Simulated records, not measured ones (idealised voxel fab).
process module | voxel air gaps
cross-section cut | 245 nm wide | cells 5 nm
A cross-section is a grid of square cells, given in bands from the top down. A band is one or more rows of cells.
Each band's line starts with the height of the band's top and of its bottom, in nm. Then come its materials from left to right, each with its width in nm. One material with "throughout" fills the band from edge to edge. "air" is empty space.
Height 0 is the level under which the wafer as received is all one material. The lowest band goes on downwards, as in "0 down".
A width such as "30 to 40" changes by the same amount from each row of cells to the next, from the band's top row to its bottom row.
"no change" after a step means that no cell of the cross-section changed.
closed voids: empty space of 8 cells or more with no open way to the top, each as width x height at its distance from the left edge, in nm
after a step's settings: what the simulator itself notes on the step
overlay nm, on a step with a mask: how far to the right of its planned place the mask lay; to the left if negative
plan
1 op RECEIVE | material Si
2 op CONFORMAL_DEP | material SiO2 | thk nm 10
3 op CONFORMAL_DEP | material SiN | thk nm 5
4 op DIRECTIONAL_DEP | material lowk | thk nm 35
5 op DIRECTIONAL_DEP | material aC | thk nm 10
6 op PATTERN | tone open | mask id LINES | material resist | width nm 20 | pitch nm 50 | thk nm 25 | overlay nm 0
7 op DIRECTIONAL_ETCH | etch materials aC | depth nm 10
8 op STRIP | etch materials resist
9 op DIRECTIONAL_ETCH | etch materials lowk | depth nm 35
10 op STRIP | etch materials aC
11 op CONFORMAL_DEP | material TiN | thk nm 5
12 op FILL_DEP | material Ru | thk nm 5
13 op CMP | height nm 50
14 op EPI | material Ru | thk nm 10
15 op SELECTIVE_ETCH | etch materials lowk | depth nm 45
16 op CONFORMAL_DEP | material SiCN | thk nm 5
as received, after step 1
  0 down: Si throughout
  closed voids: none
a wafer at the end: this start, this plan, one mistake
  60 to 55: air 45 | SiCN 150 | air 50
  55 to 45: air 45 | SiCN 5 | Ru 40 | SiCN 10 | Ru 40 | SiCN 10 | Ru 40 | SiCN 5 | air 50
  45 to 40: air 45 | SiCN 15 | TiN 5 | Ru 10 | TiN 5 | SiCN 30 | TiN 5 | Ru 10 | TiN 5 | SiCN 30 | TiN 5 | Ru 10 | TiN 5 | SiCN 15 | air 50
  40 to 20: air 55 | SiCN 5 | TiN 5 | Ru 10 | TiN 5 | SiCN 5 | air 20 | SiCN 5 | TiN 5 | Ru 10 | TiN 5 | SiCN 5 | air 20 | SiCN 5 | TiN 5 | Ru 10 | TiN 5 | SiCN 5 | air 60
  20 to 15: SiCN 60 | TiN 20 | SiCN 30 | TiN 20 | SiCN 30 | TiN 20 | SiCN 65
  15 to 10: SiN throughout
  10 to 0: SiO2 throughout
  0 down: Si throughout
  closed voids: 20 x 20 at 85; 20 x 20 at 135
what went wrong: step 13 ran as: op CMP | height nm 45
